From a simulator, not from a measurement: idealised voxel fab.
This is a process module. Its name is voxel self aligned vias.
Section shown: cut. Width: 225 nm. Cell size: 5 nm, square.
We lay out every cross-section as a grid of square cells and spell it out in bands from the top down, where one band means one or more rows of cells.
The entry gives the band's vertical extent as a top height and a bottom height in nm, then its horizontal make-up as materials from left to right, each with a width in nm. "empty" stands for empty space; a single material marked "all across" fills the band edge to edge.
Height 0 is the level under which the wafer as received is all one material. The lowest band goes on downwards, as in "z 0 and below".
The two numbers in a width such as "30->40" mark its ends across the band: the first belongs to the top row of cells, the second to the bottom row, and from each row to the next the width moves by the same amount.
For the purposes of this document, the phrase "identical to before" attached to a step denotes that no cell within the cross-section was modified by that step.
Empty spaces counting at least 8 cells and having no open way to the top are listed in "Fully closed voids". The notation width x height at distance is used for each, the distance being from the left edge and all three values in nm.
If you see something after the settings on a step's line, that's the simulator's own remark about that step.
The "overlay nm" setting may appear on a step's line; for a step that uses a mask, it gives how far to the right of its planned position the mask lay, and a negative value indicates the left.
**So here's the lineup of process steps we planned**
- 1: op RECEIVE | material Si
- 2: op CONFORMAL_DEP | material SiO2 | thk nm 15
- 3: op CONFORMAL_DEP | material SiCN | thk nm 5
- 4: op DIRECTIONAL_DEP | material SiO2 | thk nm 20
- 5: op DIRECTIONAL_DEP | material aC | thk nm 15
- 6: op PATTERN | tone open | mask id LINES | material resist | width nm 20 | pitch nm 50 | thk nm 35 | overlay nm 0
- 7: op DIRECTIONAL_ETCH | etch materials aC | depth nm 15
- 8: op STRIP | etch materials resist
- 9: op DIRECTIONAL_ETCH | etch materials SiO2 | depth nm 20
- 10: op STRIP | etch materials aC
- 11: op CONFORMAL_DEP | material TiN | thk nm 5
- 12: op FILL_DEP | material W | thk nm 5
- 13: op CMP | height nm 40
- 14: op SELECTIVE_ETCH | etch materials W Ru TiN | depth nm 5
- 15: op FILL_DEP | material SiN | thk nm 5
- 16: op CMP | height nm 40
- 17: op DIRECTIONAL_DEP | material SiO2 | thk nm 15
- 18: op DIRECTIONAL_DEP | material aC | thk nm 15
- 19: op PATTERN | tone open | mask id VIAS | material resist | width nm 20 | pitch nm 50 | thk nm 30 | overlay nm 0
- 20: op DIRECTIONAL_ETCH | etch materials aC | depth nm 15
- 21: op STRIP | etch materials resist
- 22: op DIRECTIONAL_ETCH | etch materials SiO2 | depth nm 15
- 23: op DIRECTIONAL_ETCH | etch materials SiN | depth nm 5
- 24: op STRIP | etch materials aC
- 25: op CONFORMAL_DEP | material TiN | thk nm 5
- 26: op FILL_DEP | material Cu | thk nm 10
- 27: op CMP | height nm 55
- 28: op CONFORMAL_DEP | material SiCN | thk nm 5
Same starting wafers, different width nm at step 19. Plan value belongs to the first wafer.
**Step 1 complete: as-received cross-section of the first of several wafers**
    z 0 and below = Si all across
    Fully closed voids: none
**End of module: cross-section of the first of several wafers after step 28, the last step**
    z 60 to 55 = SiCN all across
    z 55 to 40 = SiO2 75 nm, TiN 5 nm, Cu 10 nm, TiN 5 nm, SiO2 30 nm, TiN 5 nm, Cu 10 nm, TiN 5 nm, SiO2 80 nm
    z 40 to 35 = SiO2 75 nm, TiN 20 nm, SiO2 30 nm, TiN 20 nm, SiO2 80 nm
    z 35 to 25 = SiO2 75 nm, TiN 5 nm, W 10 nm, TiN 5 nm, SiO2 30 nm, TiN 5 nm, W 10 nm, TiN 5 nm, SiO2 80 nm
    z 25 to 20 = SiO2 75 nm, TiN 20 nm, SiO2 30 nm, TiN 20 nm, SiO2 80 nm
    z 20 to 15 = SiCN all across
    z 15 to 0 = SiO2 all across
    z 0 and below = Si all across
    Fully closed voids: none
**Last wafer, end of module, cross-section**
    z 60 to 55 = SiCN all across
    z 55 to 45 = SiO2 70 nm, TiN 5 nm, Cu 25 nm, TiN 5 nm, SiO2 15 nm, TiN 5 nm, Cu 25 nm, TiN 5 nm, SiO2 70 nm
    z 45 to 40 = SiO2 70 nm, TiN 10 nm, Cu 10 nm, TiN 15 nm, SiO2 15 nm, TiN 10 nm, Cu 10 nm, TiN 15 nm, SiO2 70 nm
    z 40 to 35 = SiO2 75 nm, TiN 20 nm, SiO2 30 nm, TiN 20 nm, SiO2 80 nm
    z 35 to 25 = SiO2 75 nm, TiN 5 nm, W 10 nm, TiN 5 nm, SiO2 30 nm, TiN 5 nm, W 10 nm, TiN 5 nm, SiO2 80 nm
    z 25 to 20 = SiO2 75 nm, TiN 20 nm, SiO2 30 nm, TiN 20 nm, SiO2 80 nm
    z 20 to 15 = SiCN all across
    z 15 to 0 = SiO2 all across
    z 0 and below = Si all across
    Fully closed voids: none
**Heads up, this table goes wafer by wafer. A row tells you, at the end of the module, how many cells of each material that wafer has put on (+) or dropped (-) since it was received, and then its closed voids**
width nm 20 | +12 Cu | +90 SiCN | +394 SiO2 | +36 TiN | +8 W | Fully closed voids: none
width nm 25 | +16 Cu | +90 SiCN | +388 SiO2 | +38 TiN | +8 W | Fully closed voids: none
width nm 30 | +20 Cu | +90 SiCN | +382 SiO2 | +40 TiN | +8 W | Fully closed voids: none
width nm 35 | +24 Cu | +90 SiCN | +376 SiO2 | +42 TiN | +8 W | Fully closed voids: none
